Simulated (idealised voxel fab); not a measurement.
The document below concerns the process module designated voxel wiring stack.
This is section cut - it's 270 nm across, gridded in 5 nm square cells.
Reading order for cross-sections: top band down to bottom band. Underlying form: a grid of square cells. Band size: one or more rows of cells. What a band's entry tells you: where the top is and where the bottom is, as heights in nm, and after that what lies inside, material by material from left to right, each with its width in nm. Empty space is written as the word "blank", and a single material marked with the word "full width" occupies the band from edge to edge. Where do heights start? At 0: under that level the wafer as delivered is made of one material only. And the lowest band has no floor; it just carries on downward, as in "z 0 and below". The two numbers in a width such as "30 to 40" mark its ends across the band: the first belongs to the top row of cells, the second to the bottom row, and from each row to the next the width moves by the same amount. "changes: none" for a step: no cell of the cross-section changed in that step. Sealed cavities: empty space of 8 cells or more with no open way to the top, each as width x height at its distance from the left edge, in nm. after a step's settings: what the simulator itself notes on the step. The optional step-line setting "overlay nm" applies to steps with a mask and quantifies how far to the right of its planned location the mask lay, a negative value indicating leftward placement. Note: before/after cross-section pairs follow, one process step per pair, after-side truncated at the lowest changed band, step and settings given beneath. Different runs of this module on the same starting wafer may supply the pairs; a pair continues the one above only where the "Status before step" entry says so.

Status before step
    z 0 and below | Si full width
    Sealed cavities: none

Result of Step
    z 10 to 0 | SiO2 full width
    Below a height of 0, the structure has not been altered.
    Sealed cavities: none
Which process step falls between the two cross-sections above? CONFORMAL_DEP | material SiO2 | thk nm 10

Status before step: The initial state for this step is given by the after cross-section of the immediately preceding pair.

Result of Step
    z 15 to 10 | TiN full width
    Below a height of 10, the structure has not been altered.
    Sealed cavities: none
Which process step falls between the two cross-sections above? DIRECTIONAL_DEP | material TiN | thk nm 5

Status before step: The initial state for this step is given by the after cross-section of the immediately preceding pair.

Result of Step
    z 35 to 15 | W full width
    Below a height of 15, the structure has not been altered.
    Sealed cavities: none
Which process step falls between the two cross-sections above? DIRECTIONAL_DEP | material W | thk nm 20

Status before step: The initial state for this step is given by the after cross-section of the immediately preceding pair.

Result of Step
    z 35 to 15 | 95 blank  25 W  30 blank  25 W  95 blank
    Below a height of 15, the structure has not been altered.
    Sealed cavities: none
Which process step falls between the two cross-sections above? MASKED_ETCH | tone cover | mask id METAL_1 | width nm 25 | pitch nm 55 | etch materials W | depth nm 20 | overlay nm 0

Status before step: The initial state for this step is given by the after cross-section of the immediately preceding pair.

Result of Step
    z 35 to 15 | 95 blank  25 W  30 blank  25 W  95 blank
    z 15 to 10 | 95 blank  25 TiN  30 blank  25 TiN  95 blank
    Below a height of 10, the structure has not been altered.
    Sealed cavities: none
Which process step falls between the two cross-sections above? MASKED_ETCH | tone cover | mask id METAL_1 | width nm 25 | pitch nm 55 | etch materials TiN | depth nm 5 | overlay nm 0

Status before step: The initial state for this step is given by the after cross-section of the immediately preceding pair.

Result of Step
    z 40 to 35 | 90 blank  35 SiCN  20 blank  35 SiCN  90 blank
    z 35 to 15 | 90 blank  5 SiCN  25 W  5 SiCN  20 blank  5 SiCN  25 W  5 SiCN  90 blank
    z 15 to 10 | 95 SiCN  25 TiN  30 SiCN  25 TiN  95 SiCN
    Below a height of 10, the structure has not been altered.
    Sealed cavities: none
Which process step falls between the two cross-sections above? CONFORMAL_DEP | material SiCN | thk nm 5

Status before step: The initial state for this step is given by the after cross-section of the immediately preceding pair.

Result of Step
    z 45 to 40 | SiO2 full width
    z 40 to 35 | 90 SiO2  35 SiCN  20 SiO2  35 SiCN  90 SiO2
    z 35 to 15 | 90 SiO2  5 SiCN  25 W  5 SiCN  20 SiO2  5 SiCN  25 W  5 SiCN  90 SiO2
    Below a height of 15, the structure has not been altered.
    Sealed cavities: none
Which process step falls between the two cross-sections above? FILL_DEP | material SiO2 | thk nm 5

Status before step: The initial state for this step is given by the after cross-section of the immediately preceding pair.

Result of Step
    z 35 to 15 | 90 SiO2  5 SiCN  25 W  5 SiCN  20 SiO2  5 SiCN  25 W  5 SiCN  90 SiO2
    Below a height of 15, the structure has not been altered.
    Sealed cavities: none
Which process step falls between the two cross-sections above? CMP | height nm 35

Status before step: The initial state for this step is given by the after cross-section of the immediately preceding pair.

Result of Step
    z 40 to 35 | SiCN full width
    Below a height of 35, the structure has not been altered.
    Sealed cavities: none
Which process step falls between the two cross-sections above? CONFORMAL_DEP | material SiCN | thk nm 5

Status before step: The initial state for this step is given by the after cross-section of the immediately preceding pair.

Result of Step
    z 55 to 40 | lowk full width
    Below a height of 40, the structure has not been altered.
    Sealed cavities: none
Which process step falls between the two cross-sections above? DIRECTIONAL_DEP | material lowk | thk nm 15

Status before step: The initial state for this step is given by the after cross-section of the immediately preceding pair.

Result of Step
    z 70 to 55 | aC full width
    Below a height of 55, the structure has not been altered.
    Sealed cavities: none
Which process step falls between the two cross-sections above? DIRECTIONAL_DEP | material aC | thk nm 15

Status before step: The initial state for this step is given by the after cross-section of the immediately preceding pair.

Result of Step
    z 100 to 70 | 95 resist  15 blank  40 resist  15 blank  105 resist
    Below a height of 70, the structure has not been altered.
    Sealed cavities: none
Which process step falls between the two cross-sections above? PATTERN | tone open | mask id PLUG_1 | material resist | width nm 15 | pitch nm 55 | thk nm 30 | overlay nm 0

Status before step: The initial state for this step is given by the after cross-section of the immediately preceding pair.

Result of Step
    z 85 to 70 | 95 resist  15 blank  40 resist  15 blank  105 resist
    z 70 to 55 | 95 aC  15 blank  40 aC  15 blank  105 aC
    Below a height of 55, the structure has not been altered.
    Sealed cavities: none
Which process step falls between the two cross-sections above? DIRECTIONAL_ETCH | etch materials aC | depth nm 15

Status before step: The initial state for this step is given by the after cross-section of the immediately preceding pair.

Result of Step
    z 70 to 55 | 95 aC  15 blank  40 aC  15 blank  105 aC
    Below a height of 55, the structure has not been altered.
    Sealed cavities: none
Which process step falls between the two cross-sections above? STRIP | etch materials resist

Status before step: The initial state for this step is given by the after cross-section of the immediately preceding pair.

Result of Step
    z 70 to 55 | 95 aC  15 blank  40 aC  15 blank  105 aC
    z 55 to 40 | 95 lowk  15 blank  40 lowk  15 blank  105 lowk
    Below a height of 40, the structure has not been altered.
    Sealed cavities: none
Which process step falls between the two cross-sections above? DIRECTIONAL_ETCH | etch materials lowk | depth nm 15

Status before step: The initial state for this step is given by the after cross-section of the immediately preceding pair.

Result of Step
    z 70 to 55 | 95 aC  15 blank  40 aC  15 blank  105 aC
    z 55 to 40 | 95 lowk  15 blank  40 lowk  15 blank  105 lowk
    z 40 to 35 | 95 SiCN  15 blank  40 SiCN  15 blank  105 SiCN
    Below a height of 35, the structure has not been altered.
    Sealed cavities: none
Which process step falls between the two cross-sections above? DIRECTIONAL_ETCH | etch materials SiCN | depth nm 5

Status before step: The initial state for this step is given by the after cross-section of the immediately preceding pair.

Result of Step
    z 55 to 40 | 95 lowk  15 blank  40 lowk  15 blank  105 lowk
    Below a height of 40, the structure has not been altered.
    Sealed cavities: none
Which process step falls between the two cross-sections above? STRIP | etch materials aC

Status before step: The initial state for this step is given by the after cross-section of the immediately preceding pair.

Result of Step
    z 60 to 55 | 100 TiN  5 blank  50 TiN  5 blank  110 TiN
    z 55 to 40 | 95 lowk  5 TiN  5 blank  5 TiN  40 lowk  5 TiN  5 blank  5 TiN  105 lowk
    z 40 to 35 | 95 SiCN  15 TiN  40 SiCN  15 TiN  105 SiCN
    Below a height of 35, the structure has not been altered.
    Sealed cavities: none
Which process step falls between the two cross-sections above? CONFORMAL_DEP | material TiN | thk nm 5

Status before step: The initial state for this step is given by the after cross-section of the immediately preceding pair.

Result of Step
    z 70 to 60 | Cu full width
    z 60 to 55 | 100 TiN  5 Cu  50 TiN  5 Cu  110 TiN
    z 55 to 40 | 95 lowk  5 TiN  5 Cu  5 TiN  40 lowk  5 TiN  5 Cu  5 TiN  105 lowk
    Below a height of 40, the structure has not been altered.
    Sealed cavities: none
Which process step falls between the two cross-sections above? FILL_DEP | material Cu | thk nm 10

Status before step: The initial state for this step is given by the after cross-section of the immediately preceding pair.

Result of Step
    z 55 to 40 | 95 lowk  5 TiN  5 Cu  5 TiN  40 lowk  5 TiN  5 Cu  5 TiN  105 lowk
    Below a height of 40, the structure has not been altered.
    Sealed cavities: none
Which process step falls between the two cross-sections above? CMP | height nm 55

Status before step: The initial state for this step is given by the after cross-section of the immediately preceding pair.

Result of Step
    z 60 to 55 | TiN full width
    Below a height of 55, the structure has not been altered.
    Sealed cavities: none
Which process step falls between the two cross-sections above? DIRECTIONAL_DEP | material TiN | thk nm 5

Status before step: The initial state for this step is given by the after cross-section of the immediately preceding pair.

Result of Step
    z 80 to 60 | Ru full width
    Below a height of 60, the structure has not been altered.
    Sealed cavities: none
Which process step falls between the two cross-sections above? DIRECTIONAL_DEP | material Ru | thk nm 20

Status before step: The initial state for this step is given by the after cross-section of the immediately preceding pair.

Result of Step
    z 95 to 80 | aC full width
    Below a height of 80, the structure has not been altered.
    Sealed cavities: none
Which process step falls between the two cross-sections above? DIRECTIONAL_DEP | material aC | thk nm 15

Status before step: The initial state for this step is given by the after cross-section of the immediately preceding pair.

Result of Step
    z 130 to 95 | 95 blank  25 resist  30 blank  25 resist  95 blank
    Below a height of 95, the structure has not been altered.
    Sealed cavities: none
Which process step falls between the two cross-sections above? PATTERN | tone cover | mask id METAL_2 | material resist | width nm 25 | pitch nm 55 | thk nm 35 | overlay nm 0

Status before step: The initial state for this step is given by the after cross-section of the immediately preceding pair.

Result of Step
    z 115 to 95 | 95 blank  25 resist  30 blank  25 resist  95 blank
    z 95 to 80 | 95 blank  25 aC  30 blank  25 aC  95 blank
    Below a height of 80, the structure has not been altered.
    Sealed cavities: none
Which process step falls between the two cross-sections above? DIRECTIONAL_ETCH | etch materials aC | depth nm 15

Status before step: The initial state for this step is given by the after cross-section of the immediately preceding pair.

Result of Step
    z 95 to 80 | 95 blank  25 aC  30 blank  25 aC  95 blank
    Below a height of 80, the structure has not been altered.
    Sealed cavities: none
Which process step falls between the two cross-sections above? STRIP | etch materials resist

Status before step: The initial state for this step is given by the after cross-section of the immediately preceding pair.

Result of Step
    z 95 to 80 | 95 blank  25 aC  30 blank  25 aC  95 blank
    z 80 to 60 | 95 blank  25 Ru  30 blank  25 Ru  95 blank
    Below a height of 60, the structure has not been altered.
    Sealed cavities: none
Which process step falls between the two cross-sections above? DIRECTIONAL_ETCH | etch materials Ru | depth nm 20

Status before step: The initial state for this step is given by the after cross-section of the immediately preceding pair.

Result of Step
    z 95 to 80 | 95 blank  25 aC  30 blank  25 aC  95 blank
    z 80 to 60 | 95 blank  25 Ru  30 blank  25 Ru  95 blank
    z 60 to 55 | 95 blank  25 TiN  30 blank  25 TiN  95 blank
    Below a height of 55, the structure has not been altered.
    Sealed cavities: none
Which process step falls between the two cross-sections above? DIRECTIONAL_ETCH | etch materials TiN | depth nm 5

Status before step: The initial state for this step is given by the after cross-section of the immediately preceding pair.

Result of Step
    z 80 to 60 | 95 blank  25 Ru  30 blank  25 Ru  95 blank
    Below a height of 60, the structure has not been altered.
    Sealed cavities: none
Which process step falls between the two cross-sections above? STRIP | etch materials aC

Status before step: The initial state for this step is given by the after cross-section of the immediately preceding pair.

Result of Step
    z 85 to 80 | SiO2 full width
    z 80 to 60 | 95 SiO2  25 Ru  30 SiO2  25 Ru  95 SiO2
    z 60 to 55 | 95 SiO2  25 TiN  30 SiO2  25 TiN  95 SiO2
    Below a height of 55, the structure has not been altered.
    Sealed cavities: none
Which process step falls between the two cross-sections above? FILL_DEP | material SiO2 | thk nm 5

Status before step: The initial state for this step is given by the after cross-section of the immediately preceding pair.

Result of Step
    z 80 to 60 | 95 SiO2  25 Ru  30 SiO2  25 Ru  95 SiO2
    Below a height of 60, the structure has not been altered.
    Sealed cavities: none
Which process step falls between the two cross-sections above? CMP | height nm 80

Status before step: The initial state for this step is given by the after cross-section of the immediately preceding pair.

Result of Step
    z 85 to 80 | SiCN full width
    Below a height of 80, the structure has not been altered.
    Sealed cavities: none
Which process step falls between the two cross-sections above? CONFORMAL_DEP | material SiCN | thk nm 5

Status before step: The initial state for this step is given by the after cross-section of the immediately preceding pair.

Result of Step
    z 115 to 85 | lowk full width
    Below a height of 85, the structure has not been altered.
    Sealed cavities: none
Which process step falls between the two cross-sections above? DIRECTIONAL_DEP | material lowk | thk nm 30

Status before step: The initial state for this step is given by the after cross-section of the immediately preceding pair.

Result of Step
    z 135 to 115 | 95 resist  25 blank  30 resist  25 blank  95 resist
    Below a height of 115, the structure has not been altered.
    Sealed cavities: none
Which process step falls between the two cross-sections above? PATTERN | tone open | mask id METAL_3 | material resist | width nm 25 | pitch nm 55 | thk nm 20 | overlay nm 0

Status before step: The initial state for this step is given by the after cross-section of the immediately preceding pair.

Result of Step
    z 135 to 115 | 95 resist  25 blank  30 resist  25 blank  95 resist
    z 115 to 100 | 95 lowk  25 blank  30 lowk  25 blank  95 lowk
    Below a height of 100, the structure has not been altered.
    Sealed cavities: none
Which process step falls between the two cross-sections above? DIRECTIONAL_ETCH | etch materials lowk | depth nm 15

Status before step: The initial state for this step is given by the after cross-section of the immediately preceding pair.

Result of Step
    z 115 to 100 | 95 lowk  25 blank  30 lowk  25 blank  95 lowk
    Below a height of 100, the structure has not been altered.
    Sealed cavities: none
Which process step falls between the two cross-sections above? STRIP | etch materials resist

Status before step: The initial state for this step is given by the after cross-section of the immediately preceding pair.

Result of Step
    z 130 to 115 | 95 aC  25 blank  30 aC  25 blank  95 aC
    z 115 to 100 | 95 lowk  25 aC  30 lowk  25 aC  95 lowk
    Below a height of 100, the structure has not been altered.
    Sealed cavities: none
Which process step falls between the two cross-sections above? DIRECTIONAL_DEP | material aC | thk nm 15

Status before step: The initial state for this step is given by the after cross-section of the immediately preceding pair.

Result of Step
    z 165 to 130 | 95 resist  15 blank  160 resist
    z 130 to 115 | 95 aC  15 blank  10 resist  30 aC  25 resist  95 aC
    Below a height of 115, the structure has not been altered.
    Sealed cavities: none
Which process step falls between the two cross-sections above? PATTERN | tone open | mask id METAL_3_HOLES | material resist | width nm 15 | thk nm 35 | overlay nm 0

Status before step: The initial state for this step is given by the after cross-section of the immediately preceding pair.

Result of Step
    z 150 to 130 | 95 resist  15 blank  160 resist
    z 130 to 115 | 95 aC  15 blank  10 resist  30 aC  25 resist  95 aC
    z 115 to 100 | 95 lowk  15 blank  10 aC  30 lowk  25 aC  95 lowk
    Below a height of 100, the structure has not been altered.
    Sealed cavities: none
Which process step falls between the two cross-sections above? DIRECTIONAL_ETCH | etch materials aC | depth nm 15

Status before step: The initial state for this step is given by the after cross-section of the immediately preceding pair.

Result of Step
    z 130 to 115 | 95 aC  25 blank  30 aC  25 blank  95 aC
    Below a height of 115, the structure has not been altered.
    Sealed cavities: none
Which process step falls between the two cross-sections above? STRIP | etch materials resist

Status before step: The initial state for this step is given by the after cross-section of the immediately preceding pair.

Result of Step
    z 130 to 115 | 95 aC  25 blank  30 aC  25 blank  95 aC
    z 115 to 100 | 95 lowk  15 blank  10 aC  30 lowk  25 aC  95 lowk
    z 100 to 85 | 95 lowk  15 blank  160 lowk
    Below a height of 85, the structure has not been altered.
    Sealed cavities: none
Which process step falls between the two cross-sections above? DIRECTIONAL_ETCH | etch materials lowk | depth nm 15

Status before step: The initial state for this step is given by the after cross-section of the immediately preceding pair.

Result of Step
    z 130 to 115 | 95 aC  25 blank  30 aC  25 blank  95 aC
    z 115 to 100 | 95 lowk  15 blank  10 aC  30 lowk  25 aC  95 lowk
    z 100 to 85 | 95 lowk  15 blank  160 lowk
    z 85 to 80 | 95 SiCN  15 blank  160 SiCN
    Below a height of 80, the structure has not been altered.
    Sealed cavities: none
Which process step falls between the two cross-sections above? DIRECTIONAL_ETCH | etch materials SiCN | depth nm 5

Status before step: The initial state for this step is given by the after cross-section of the immediately preceding pair.

Result of Step
    z 115 to 100 | 95 lowk  25 blank  30 lowk  25 blank  95 lowk
    Below a height of 100, the structure has not been altered.
    Sealed cavities: none
Which process step falls between the two cross-sections above? STRIP | etch materials aC

Status before step: The initial state for this step is given by the after cross-section of the immediately preceding pair.

Result of Step
    z 120 to 115 | 100 TiN  15 blank  40 TiN  15 blank  100 TiN
    z 115 to 105 | 95 lowk  5 TiN  15 blank  5 TiN  30 lowk  5 TiN  15 blank  5 TiN  95 lowk
    z 105 to 100 | 95 lowk  5 TiN  5 blank  15 TiN  30 lowk  25 TiN  95 lowk
    z 100 to 85 | 95 lowk  5 TiN  5 blank  5 TiN  160 lowk
    z 85 to 80 | 95 SiCN  15 TiN  160 SiCN
    Below a height of 80, the structure has not been altered.
    Sealed cavities: none
Which process step falls between the two cross-sections above? CONFORMAL_DEP | material TiN | thk nm 5

Status before step: The initial state for this step is given by the after cross-section of the immediately preceding pair.

Result of Step
    z 130 to 120 | Cu full width
    z 120 to 115 | 100 TiN  15 Cu  40 TiN  15 Cu  100 TiN
    z 115 to 105 | 95 lowk  5 TiN  15 Cu  5 TiN  30 lowk  5 TiN  15 Cu  5 TiN  95 lowk
    z 105 to 100 | 95 lowk  5 TiN  5 Cu  15 TiN  30 lowk  25 TiN  95 lowk
    z 100 to 85 | 95 lowk  5 TiN  5 Cu  5 TiN  160 lowk
    Below a height of 85, the structure has not been altered.
    Sealed cavities: none
Which process step falls between the two cross-sections above? FILL_DEP | material Cu | thk nm 10

Status before step: The initial state for this step is given by the after cross-section of the immediately preceding pair.

Result of Step
    z 115 to 105 | 95 lowk  5 TiN  15 Cu  5 TiN  30 lowk  5 TiN  15 Cu  5 TiN  95 lowk
    Below a height of 105, the structure has not been altered.
    Sealed cavities: none
Which process step falls between the two cross-sections above? CMP | height nm 115

Status before step: The initial state for this step is given by the after cross-section of the immediately preceding pair.

Result of Step
    z 120 to 115 | SiN full width
    Below a height of 115, the structure has not been altered.
    Sealed cavities: none
Which process step falls between the two cross-sections above? CONFORMAL_DEP | material SiN | thk nm 5

Status before step
    z 0 and below | Si full width
    Sealed cavities: none

Result of Step
    z 5 to 0 | TiN full width
    Below a height of 0, the structure has not been altered.
    Sealed cavities: none
Which process step falls between the two cross-sections above? DIRECTIONAL_DEP | material TiN | thk nm 5

Status before step: The initial state for this step is given by the after cross-section of the immediately preceding pair.

Result of Step
    z 25 to 5 | W full width
    Below a height of 5, the structure has not been altered.
    Sealed cavities: none
Which process step falls between the two cross-sections above? DIRECTIONAL_DEP | material W | thk nm 20

Status before step: The initial state for this step is given by the after cross-section of the immediately preceding pair.

Result of Step
    z 25 to 5 | 95 blank  25 W  30 blank  25 W  95 blank
    Below a height of 5, the structure has not been altered.
    Sealed cavities: none
Which process step falls between the two cross-sections above? MASKED_ETCH | tone cover | mask id METAL_1 | width nm 25 | pitch nm 55 | etch materials W | depth nm 20 | overlay nm 0

Status before step: The initial state for this step is given by the after cross-section of the immediately preceding pair.

Result of Step
    z 25 to 5 | 95 blank  25 W  30 blank  25 W  95 blank
    z 5 to 0 | 95 blank  25 TiN  30 blank  25 TiN  95 blank
    Below a height of 0, the structure has not been altered.
    Sealed cavities: none
Which process step falls between the two cross-sections above? MASKED_ETCH | tone cover | mask id METAL_1 | width nm 25 | pitch nm 55 | etch materials TiN | depth nm 5 | overlay nm 0

Status before step: The initial state for this step is given by the after cross-section of the immediately preceding pair.

Result of Step
    z 30 to 25 | 90 blank  35 SiCN  20 blank  35 SiCN  90 blank
    z 25 to 5 | 90 blank  5 SiCN  25 W  5 SiCN  20 blank  5 SiCN  25 W  5 SiCN  90 blank
    z 5 to 0 | 95 SiCN  25 TiN  30 SiCN  25 TiN  95 SiCN
    Below a height of 0, the structure has not been altered.
    Sealed cavities: none
Which process step falls between the two cross-sections above? CONFORMAL_DEP | material SiCN | thk nm 5

Status before step: The initial state for this step is given by the after cross-section of the immediately preceding pair.

Result of Step
    z 35 to 30 | SiO2 full width
    z 30 to 25 | 90 SiO2  35 SiCN  20 SiO2  35 SiCN  90 SiO2
    z 25 to 5 | 90 SiO2  5 SiCN  25 W  5 SiCN  20 SiO2  5 SiCN  25 W  5 SiCN  90 SiO2
    Below a height of 5, the structure has not been altered.
    Sealed cavities: none
Which process step falls between the two cross-sections above? FILL_DEP | material SiO2 | thk nm 5

Status before step: The initial state for this step is given by the after cross-section of the immediately preceding pair.

Result of Step
    z 40 to 35 | SiCN full width
    Below a height of 35, the structure has not been altered.
    Sealed cavities: none
Which process step falls between the two cross-sections above? CONFORMAL_DEP | material SiCN | thk nm 5

Status before step: The initial state for this step is given by the after cross-section of the immediately preceding pair.

Result of Step
    z 55 to 40 | lowk full width
    Below a height of 40, the structure has not been altered.
    Sealed cavities: none
Which process step falls between the two cross-sections above? DIRECTIONAL_DEP | material lowk | thk nm 15

Status before step: The initial state for this step is given by the after cross-section of the immediately preceding pair.

Result of Step
    z 70 to 55 | aC full width
    Below a height of 55, the structure has not been altered.
    Sealed cavities: none
Which process step falls between the two cross-sections above? DIRECTIONAL_DEP | material aC | thk nm 15

Status before step: The initial state for this step is given by the after cross-section of the immediately preceding pair.

Result of Step
    z 100 to 70 | 95 resist  15 blank  40 resist  15 blank  105 resist
    Below a height of 70, the structure has not been altered.
    Sealed cavities: none
Which process step falls between the two cross-sections above? PATTERN | tone open | mask id PLUG_1 | material resist | width nm 15 | pitch nm 55 | thk nm 30 | overlay nm 0

Status before step: The initial state for this step is given by the after cross-section of the immediately preceding pair.

Result of Step
    z 85 to 70 | 95 resist  15 blank  40 resist  15 blank  105 resist
    z 70 to 55 | 95 aC  15 blank  40 aC  15 blank  105 aC
    Below a height of 55, the structure has not been altered.
    Sealed cavities: none
Which process step falls between the two cross-sections above? DIRECTIONAL_ETCH | etch materials aC | depth nm 15

Status before step: The initial state for this step is given by the after cross-section of the immediately preceding pair.

Result of Step
    z 70 to 55 | 95 aC  15 blank  40 aC  15 blank  105 aC
    Below a height of 55, the structure has not been altered.
    Sealed cavities: none
Which process step falls between the two cross-sections above? STRIP | etch materials resist

Status before step: The initial state for this step is given by the after cross-section of the immediately preceding pair.

Result of Step
    z 70 to 55 | 95 aC  15 blank  40 aC  15 blank  105 aC
    z 55 to 40 | 95 lowk  15 blank  40 lowk  15 blank  105 lowk
    Below a height of 40, the structure has not been altered.
    Sealed cavities: none
Which process step falls between the two cross-sections above? DIRECTIONAL_ETCH | etch materials lowk | depth nm 15

Status before step: The initial state for this step is given by the after cross-section of the immediately preceding pair.

Result of Step
    z 70 to 55 | 95 aC  15 blank  40 aC  15 blank  105 aC
    z 55 to 40 | 95 lowk  15 blank  40 lowk  15 blank  105 lowk
    z 40 to 35 | 95 SiCN  15 blank  40 SiCN  15 blank  105 SiCN
    Below a height of 35, the structure has not been altered.
    Sealed cavities: none
Which process step falls between the two cross-sections above? DIRECTIONAL_ETCH | etch materials SiCN | depth nm 5

Status before step: The initial state for this step is given by the after cross-section of the immediately preceding pair.

Result of Step
    z 55 to 40 | 95 lowk  15 blank  40 lowk  15 blank  105 lowk
    Below a height of 40, the structure has not been altered.
    Sealed cavities: none
Which process step falls between the two cross-sections above? STRIP | etch materials aC

Status before step: The initial state for this step is given by the after cross-section of the immediately preceding pair.

Result of Step
    z 60 to 55 | 100 TiN  5 blank  50 TiN  5 blank  110 TiN
    z 55 to 40 | 95 lowk  5 TiN  5 blank  5 TiN  40 lowk  5 TiN  5 blank  5 TiN  105 lowk
    z 40 to 35 | 95 SiCN  15 TiN  40 SiCN  15 TiN  105 SiCN
    Below a height of 35, the structure has not been altered.
    Sealed cavities: none
Which process step falls between the two cross-sections above? CONFORMAL_DEP | material TiN | thk nm 5

Status before step: The initial state for this step is given by the after cross-section of the immediately preceding pair.

Result of Step
    z 70 to 60 | Cu full width
    z 60 to 55 | 100 TiN  5 Cu  50 TiN  5 Cu  110 TiN
    z 55 to 40 | 95 lowk  5 TiN  5 Cu  5 TiN  40 lowk  5 TiN  5 Cu  5 TiN  105 lowk
    Below a height of 40, the structure has not been altered.
    Sealed cavities: none
Which process step falls between the two cross-sections above? FILL_DEP | material Cu | thk nm 10

Status before step: The initial state for this step is given by the after cross-section of the immediately preceding pair.

Result of Step
    z 55 to 40 | 95 lowk  5 TiN  5 Cu  5 TiN  40 lowk  5 TiN  5 Cu  5 TiN  105 lowk
    Below a height of 40, the structure has not been altered.
    Sealed cavities: none
Which process step falls between the two cross-sections above? CMP | height nm 55

Status before step: The initial state for this step is given by the after cross-section of the immediately preceding pair.

Result of Step
    z 60 to 55 | TiN full width
    Below a height of 55, the structure has not been altered.
    Sealed cavities: none
Which process step falls between the two cross-sections above? DIRECTIONAL_DEP | material TiN | thk nm 5

Status before step: The initial state for this step is given by the after cross-section of the immediately preceding pair.

Result of Step
    z 80 to 60 | Ru full width
    Below a height of 60, the structure has not been altered.
    Sealed cavities: none
Which process step falls between the two cross-sections above? DIRECTIONAL_DEP | material Ru | thk nm 20

Status before step: The initial state for this step is given by the after cross-section of the immediately preceding pair.

Result of Step
    z 95 to 80 | aC full width
    Below a height of 80, the structure has not been altered.
    Sealed cavities: none
Which process step falls between the two cross-sections above? DIRECTIONAL_DEP | material aC | thk nm 15

Status before step: The initial state for this step is given by the after cross-section of the immediately preceding pair.

Result of Step
    z 130 to 95 | 95 blank  25 resist  30 blank  25 resist  95 blank
    Below a height of 95, the structure has not been altered.
    Sealed cavities: none
Which process step falls between the two cross-sections above? PATTERN | tone cover | mask id METAL_2 | material resist | width nm 25 | pitch nm 55 | thk nm 35 | overlay nm 0

Status before step: The initial state for this step is given by the after cross-section of the immediately preceding pair.

Result of Step
    z 115 to 95 | 95 blank  25 resist  30 blank  25 resist  95 blank
    z 95 to 80 | 95 blank  25 aC  30 blank  25 aC  95 blank
    Below a height of 80, the structure has not been altered.
    Sealed cavities: none
Which process step falls between the two cross-sections above? DIRECTIONAL_ETCH | etch materials aC | depth nm 15

Status before step: The initial state for this step is given by the after cross-section of the immediately preceding pair.

Result of Step
    z 95 to 80 | 95 blank  25 aC  30 blank  25 aC  95 blank
    Below a height of 80, the structure has not been altered.
    Sealed cavities: none
Which process step falls between the two cross-sections above? STRIP | etch materials resist

Status before step: The initial state for this step is given by the after cross-section of the immediately preceding pair.

Result of Step
    z 95 to 80 | 95 blank  25 aC  30 blank  25 aC  95 blank
    z 80 to 60 | 95 blank  25 Ru  30 blank  25 Ru  95 blank
    Below a height of 60, the structure has not been altered.
    Sealed cavities: none
Which process step falls between the two cross-sections above? DIRECTIONAL_ETCH | etch materials Ru | depth nm 20

Status before step: The initial state for this step is given by the after cross-section of the immediately preceding pair.

Result of Step
    z 95 to 80 | 95 blank  25 aC  30 blank  25 aC  95 blank
    z 80 to 60 | 95 blank  25 Ru  30 blank  25 Ru  95 blank
    z 60 to 55 | 95 blank  25 TiN  30 blank  25 TiN  95 blank
    Below a height of 55, the structure has not been altered.
    Sealed cavities: none
Which process step falls between the two cross-sections above? DIRECTIONAL_ETCH | etch materials TiN | depth nm 5

Status before step: The initial state for this step is given by the after cross-section of the immediately preceding pair.

Result of Step
    z 80 to 60 | 95 blank  25 Ru  30 blank  25 Ru  95 blank
    Below a height of 60, the structure has not been altered.
    Sealed cavities: none
Which process step falls between the two cross-sections above? STRIP | etch materials aC

Status before step: The initial state for this step is given by the after cross-section of the immediately preceding pair.

Result of Step
    z 85 to 80 | SiO2 full width
    z 80 to 60 | 95 SiO2  25 Ru  30 SiO2  25 Ru  95 SiO2
    z 60 to 55 | 95 SiO2  25 TiN  30 SiO2  25 TiN  95 SiO2
    Below a height of 55, the structure has not been altered.
    Sealed cavities: none
Which process step falls between the two cross-sections above? FILL_DEP | material SiO2 | thk nm 5

Status before step: The initial state for this step is given by the after cross-section of the immediately preceding pair.

Result of Step
    z 80 to 60 | 95 SiO2  25 Ru  30 SiO2  25 Ru  95 SiO2
    Below a height of 60, the structure has not been altered.
    Sealed cavities: none
Which process step falls between the two cross-sections above? CMP | height nm 80

Status before step: The initial state for this step is given by the after cross-section of the immediately preceding pair.

Result of Step
    z 85 to 80 | SiCN full width
    Below a height of 80, the structure has not been altered.
    Sealed cavities: none
Which process step falls between the two cross-sections above? CONFORMAL_DEP | material SiCN | thk nm 5

Status before step: The initial state for this step is given by the after cross-section of the immediately preceding pair.

Result of Step
    z 115 to 85 | lowk full width
    Below a height of 85, the structure has not been altered.
    Sealed cavities: none
Which process step falls between the two cross-sections above? DIRECTIONAL_DEP | material lowk | thk nm 30

Status before step: The initial state for this step is given by the after cross-section of the immediately preceding pair.

Result of Step
    z 135 to 115 | 95 resist  25 blank  30 resist  25 blank  95 resist
    Below a height of 115, the structure has not been altered.
    Sealed cavities: none
Which process step falls between the two cross-sections above? PATTERN | tone open | mask id METAL_3 | material resist | width nm 25 | pitch nm 55 | thk nm 20 | overlay nm 0

Status before step: The initial state for this step is given by the after cross-section of the immediately preceding pair.

Result of Step
    z 135 to 115 | 95 resist  25 blank  30 resist  25 blank  95 resist
    z 115 to 100 | 95 lowk  25 blank  30 lowk  25 blank  95 lowk
    Below a height of 100, the structure has not been altered.
    Sealed cavities: none
Which process step falls between the two cross-sections above? DIRECTIONAL_ETCH | etch materials lowk | depth nm 15

Status before step: The initial state for this step is given by the after cross-section of the immediately preceding pair.

Result of Step
    z 115 to 100 | 95 lowk  25 blank  30 lowk  25 blank  95 lowk
    Below a height of 100, the structure has not been altered.
    Sealed cavities: none
Which process step falls between the two cross-sections above? STRIP | etch materials resist

Status before step: The initial state for this step is given by the after cross-section of the immediately preceding pair.

Result of Step
    z 130 to 115 | 95 aC  25 blank  30 aC  25 blank  95 aC
    z 115 to 100 | 95 lowk  25 aC  30 lowk  25 aC  95 lowk
    Below a height of 100, the structure has not been altered.
    Sealed cavities: none
Which process step falls between the two cross-sections above? DIRECTIONAL_DEP | material aC | thk nm 15

Status before step: The initial state for this step is given by the after cross-section of the immediately preceding pair.

Result of Step
    z 165 to 130 | 95 resist  15 blank  160 resist
    z 130 to 115 | 95 aC  15 blank  10 resist  30 aC  25 resist  95 aC
    Below a height of 115, the structure has not been altered.
    Sealed cavities: none
Which process step falls between the two cross-sections above? PATTERN | tone open | mask id METAL_3_HOLES | material resist | width nm 15 | thk nm 35 | overlay nm 0
